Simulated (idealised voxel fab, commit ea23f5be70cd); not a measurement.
The name of this process module is voxel self aligned vias.
FYI the section here is cut, 280 nm wide, cells are 5 nm squares.
Bands, listed from the top down, are how a cross-section gets written in this document; the cross-section itself is a grid of square cells, and a band is one or more rows of them. In this notation a band is specified by the heights of its top and bottom, in that order and in nm, after which its materials appear from left to right, each paired with its width in nm. The word "edge to edge" attached to a single material means that material fills the band from edge to edge; the word "blank" stands for empty space. Heights are reckoned from 0. Under this level, the received wafer is all of one material. The bottommost band is open-ended downward, for example "0..down". With a width like "30 to 40", each row of cells in the band differs from the next by the same amount, the top row carrying the first number and the bottom row the second. What does "nothing altered" mean for a step? It means no cell of the cross-section changed in that step. "Sealed void inventory" enumerates empty spaces isolated from the top, with no open way to it, that contain at least 8 cells, giving each as width x height at distance from the left edge, all three in nm. It should be noted that, on the line of a given step, the content following the step's settings is a remark produced by the simulator itself with respect to that step. "overlay nm" denotes, for a step that has a mask, the displacement of the mask to the right of its planned place, with negative values corresponding to the left.
Set out below are the planned steps of the process
1) RECEIVE (material Si)
2) CONFORMAL_DEP (material SiO2; thk nm 15)
3) CONFORMAL_DEP (material SiCN; thk nm 5)
4) DIRECTIONAL_DEP (material SiO2; thk nm 20)
5) MASKED_ETCH (tone open; mask id LINES; width nm 20; pitch nm 45; etch materials SiO2; depth nm 20; overlay nm 0)
6) CONFORMAL_DEP (material TiN; thk nm 5)
7) FILL_DEP (material W; thk nm 5)
8) CMP (height nm 40)
9) SELECTIVE_ETCH (etch materials W Ru TiN; depth nm 5)
10) FILL_DEP (material SiN; thk nm 10)
11) CMP (height nm 40)
12) DIRECTIONAL_DEP (material SiO2; thk nm 15)
13) DIRECTIONAL_DEP (material aC; thk nm 10)
14) PATTERN (tone open; mask id VIAS; material resist; width nm 30; pitch nm 45; thk nm 25; overlay nm 0)
15) DIRECTIONAL_ETCH (etch materials aC; depth nm 10)
16) STRIP (etch materials resist)
17) DIRECTIONAL_ETCH (etch materials SiO2; depth nm 15)
18) DIRECTIONAL_ETCH (etch materials SiN; depth nm 5)
19) STRIP (etch materials aC)
20) CONFORMAL_DEP (material TiN; thk nm 5)
21) FILL_DEP (material W; thk nm 5)
22) CMP (height nm 55)
23) CONFORMAL_DEP (material SiCN; thk nm 5)
The first of a set of two wafers, run to plan
Shown in cross-section is the wafer as received, that is, as it stands after step 1
0..down: Si edge to edge
Sealed void inventory: none
You're looking at a cross-section of the wafer after step 2
15..0: SiO2 edge to edge
No changes below 0.
You're looking at a cross-section of the wafer after step 3
20..15: SiCN edge to edge
No changes below 15.
You're looking at a cross-section of the wafer after step 4
40..20: SiO2 edge to edge
No changes below 20.
You're looking at a cross-section of the wafer after step 5
40..20: 85 SiO2, then 20 blank, then 25 SiO2, then 20 blank, then 25 SiO2, then 20 blank, then 85 SiO2
No changes below 20.
You're looking at a cross-section of the wafer after step 6
45..40: 90 TiN, then 10 blank, then 35 TiN, then 10 blank, then 35 TiN, then 10 blank, then 90 TiN
40..25: 85 SiO2, then 5 TiN, then 10 blank, then 5 TiN, then 25 SiO2, then 5 TiN, then 10 blank, then 5 TiN, then 25 SiO2, then 5 TiN, then 10 blank, then 5 TiN, then 85 SiO2
25..20: 85 SiO2, then 20 TiN, then 25 SiO2, then 20 TiN, then 25 SiO2, then 20 TiN, then 85 SiO2
No changes below 20.
You're looking at a cross-section of the wafer after step 7
50..45: W edge to edge
45..40: 90 TiN, then 10 W, then 35 TiN, then 10 W, then 35 TiN, then 10 W, then 90 TiN
40..25: 85 SiO2, then 5 TiN, then 10 W, then 5 TiN, then 25 SiO2, then 5 TiN, then 10 W, then 5 TiN, then 25 SiO2, then 5 TiN, then 10 W, then 5 TiN, then 85 SiO2
No changes below 25.
You're looking at a cross-section of the wafer after step 8
40..25: 85 SiO2, then 5 TiN, then 10 W, then 5 TiN, then 25 SiO2, then 5 TiN, then 10 W, then 5 TiN, then 25 SiO2, then 5 TiN, then 10 W, then 5 TiN, then 85 SiO2
No changes below 25.
You're looking at a cross-section of the wafer after step 9
40..35: 85 SiO2, then 20 blank, then 25 SiO2, then 20 blank, then 25 SiO2, then 20 blank, then 85 SiO2
No changes below 35.
You're looking at a cross-section of the wafer after step 10
50..40: SiN edge to edge
40..35: 85 SiO2, then 20 SiN, then 25 SiO2, then 20 SiN, then 25 SiO2, then 20 SiN, then 85 SiO2
No changes below 35.
You're looking at a cross-section of the wafer after step 11
40..35: 85 SiO2, then 20 SiN, then 25 SiO2, then 20 SiN, then 25 SiO2, then 20 SiN, then 85 SiO2
No changes below 35.
You're looking at a cross-section of the wafer after step 12
55..40: SiO2 edge to edge
No changes below 40.
You're looking at a cross-section of the wafer after step 13
65..55: aC edge to edge
No changes below 55.
You're looking at a cross-section of the wafer after step 14
90..65: 80 resist, then 30 blank, then 15 resist, then 30 blank, then 15 resist, then 30 blank, then 80 resist
No changes below 65.
You're looking at a cross-section of the wafer after step 15
80..65: 80 resist, then 30 blank, then 15 resist, then 30 blank, then 15 resist, then 30 blank, then 80 resist
65..55: 80 aC, then 30 blank, then 15 aC, then 30 blank, then 15 aC, then 30 blank, then 80 aC
No changes below 55.
You're looking at a cross-section of the wafer after step 16
65..55: 80 aC, then 30 blank, then 15 aC, then 30 blank, then 15 aC, then 30 blank, then 80 aC
No changes below 55.
You're looking at a cross-section of the wafer after step 17
65..55: 80 aC, then 30 blank, then 15 aC, then 30 blank, then 15 aC, then 30 blank, then 80 aC
55..40: 80 SiO2, then 30 blank, then 15 SiO2, then 30 blank, then 15 SiO2, then 30 blank, then 80 SiO2
No changes below 40.
You're looking at a cross-section of the wafer after step 18
65..55: 80 aC, then 30 blank, then 15 aC, then 30 blank, then 15 aC, then 30 blank, then 80 aC
55..40: 80 SiO2, then 30 blank, then 15 SiO2, then 30 blank, then 15 SiO2, then 30 blank, then 80 SiO2
40..35: 85 SiO2, then 20 blank, then 25 SiO2, then 20 blank, then 25 SiO2, then 20 blank, then 85 SiO2
No changes below 35.
You're looking at a cross-section of the wafer after step 19
55..40: 80 SiO2, then 30 blank, then 15 SiO2, then 30 blank, then 15 SiO2, then 30 blank, then 80 SiO2
No changes below 40.
You're looking at a cross-section of the wafer after step 20
60..55: 85 TiN, then 20 blank, then 25 TiN, then 20 blank, then 25 TiN, then 20 blank, then 85 TiN
55..45: 80 SiO2, then 5 TiN, then 20 blank, then 5 TiN, then 15 SiO2, then 5 TiN, then 20 blank, then 5 TiN, then 15 SiO2, then 5 TiN, then 20 blank, then 5 TiN, then 80 SiO2
45..40: 80 SiO2, then 10 TiN, then 10 blank, then 10 TiN, then 15 SiO2, then 10 TiN, then 10 blank, then 10 TiN, then 15 SiO2, then 10 TiN, then 10 blank, then 10 TiN, then 80 SiO2
40..35: 85 SiO2, then 20 TiN, then 25 SiO2, then 20 TiN, then 25 SiO2, then 20 TiN, then 85 SiO2
No changes below 35.
You're looking at a cross-section of the wafer after step 21
65..60: W edge to edge
60..55: 85 TiN, then 20 W, then 25 TiN, then 20 W, then 25 TiN, then 20 W, then 85 TiN
55..45: 80 SiO2, then 5 TiN, then 20 W, then 5 TiN, then 15 SiO2, then 5 TiN, then 20 W, then 5 TiN, then 15 SiO2, then 5 TiN, then 20 W, then 5 TiN, then 80 SiO2
45..40: 80 SiO2, then 10 TiN, then 10 W, then 10 TiN, then 15 SiO2, then 10 TiN, then 10 W, then 10 TiN, then 15 SiO2, then 10 TiN, then 10 W, then 10 TiN, then 80 SiO2
No changes below 40.
You're looking at a cross-section of the wafer after step 22
55..45: 80 SiO2, then 5 TiN, then 20 W, then 5 TiN, then 15 SiO2, then 5 TiN, then 20 W, then 5 TiN, then 15 SiO2, then 5 TiN, then 20 W, then 5 TiN, then 80 SiO2
No changes below 45.
You're looking at a cross-section of the wafer after step 23
60..55: SiCN edge to edge
No changes below 55.
It is to be noted that the second wafer proceeded from the same initial state and according to the same plan as the first, although one mistake was committed in its execution; through step 13, inclusive, the two wafers share an identical history
Cross-section of the second wafer corresponding to the planned conclusion of step 14
90..65: 90 resist, then 30 blank, then 15 resist, then 30 blank, then 15 resist, then 30 blank, then 70 resist
No changes below 65.
Cross-section of the second wafer corresponding to the planned conclusion of step 15
80..65: 90 resist, then 30 blank, then 15 resist, then 30 blank, then 15 resist, then 30 blank, then 70 resist
65..55: 90 aC, then 30 blank, then 15 aC, then 30 blank, then 15 aC, then 30 blank, then 70 aC
No changes below 55.
Cross-section of the second wafer corresponding to the planned conclusion of step 16
65..55: 90 aC, then 30 blank, then 15 aC, then 30 blank, then 15 aC, then 30 blank, then 70 aC
No changes below 55.
Cross-section of the second wafer corresponding to the planned conclusion of step 17
65..55: 90 aC, then 30 blank, then 15 aC, then 30 blank, then 15 aC, then 30 blank, then 70 aC
55..40: 90 SiO2, then 30 blank, then 15 SiO2, then 30 blank, then 15 SiO2, then 30 blank, then 70 SiO2
No changes below 40.
Cross-section of the second wafer corresponding to the planned conclusion of step 18
65..55: 90 aC, then 30 blank, then 15 aC, then 30 blank, then 15 aC, then 30 blank, then 70 aC
55..40: 90 SiO2, then 30 blank, then 15 SiO2, then 30 blank, then 15 SiO2, then 30 blank, then 70 SiO2
40..35: 85 SiO2, then 5 SiN, then 15 blank, then 25 SiO2, then 5 SiN, then 15 blank, then 25 SiO2, then 5 SiN, then 15 blank, then 85 SiO2
No changes below 35.
Cross-section of the second wafer corresponding to the planned conclusion of step 19
55..40: 90 SiO2, then 30 blank, then 15 SiO2, then 30 blank, then 15 SiO2, then 30 blank, then 70 SiO2
No changes below 40.
Cross-section of the second wafer corresponding to the planned conclusion of step 20
60..55: 95 TiN, then 20 blank, then 25 TiN, then 20 blank, then 25 TiN, then 20 blank, then 75 TiN
55..45: 90 SiO2, then 5 TiN, then 20 blank, then 5 TiN, then 15 SiO2, then 5 TiN, then 20 blank, then 5 TiN, then 15 SiO2, then 5 TiN, then 20 blank, then 5 TiN, then 70 SiO2
45..40: 90 SiO2, then 5 TiN, then 5 blank, then 20 TiN, then 15 SiO2, then 5 TiN, then 5 blank, then 20 TiN, then 15 SiO2, then 5 TiN, then 5 blank, then 20 TiN, then 70 SiO2
40..35: 85 SiO2, then 5 SiN, then 15 TiN, then 25 SiO2, then 5 SiN, then 15 TiN, then 25 SiO2, then 5 SiN, then 15 TiN, then 85 SiO2
No changes below 35.
Cross-section of the second wafer corresponding to the planned conclusion of step 21
65..60: W edge to edge
60..55: 95 TiN, then 20 W, then 25 TiN, then 20 W, then 25 TiN, then 20 W, then 75 TiN
55..45: 90 SiO2, then 5 TiN, then 20 W, then 5 TiN, then 15 SiO2, then 5 TiN, then 20 W, then 5 TiN, then 15 SiO2, then 5 TiN, then 20 W, then 5 TiN, then 70 SiO2
45..40: 90 SiO2, then 5 TiN, then 5 W, then 20 TiN, then 15 SiO2, then 5 TiN, then 5 W, then 20 TiN, then 15 SiO2, then 5 TiN, then 5 W, then 20 TiN, then 70 SiO2
No changes below 40.
Cross-section of the second wafer corresponding to the planned conclusion of step 22
55..45: 90 SiO2, then 5 TiN, then 20 W, then 5 TiN, then 15 SiO2, then 5 TiN, then 20 W, then 5 TiN, then 15 SiO2, then 5 TiN, then 20 W, then 5 TiN, then 70 SiO2
No changes below 45.
Cross-section of the second wafer corresponding to the planned conclusion of step 23
60..55: SiCN edge to edge
No changes below 55.
So what did we get wrong on this run? it should be noted that step 14 was executed with settings other than those planned, the operation and settings actually applied being PATTERN (tone open; mask id VIAS; material resist; width nm 30; pitch nm 45; thk nm 25; overlay nm 10)
Count the cells at the end and the second wafer has more or fewer of some materials than the first: SiN: 3 more, W: 3 fewer
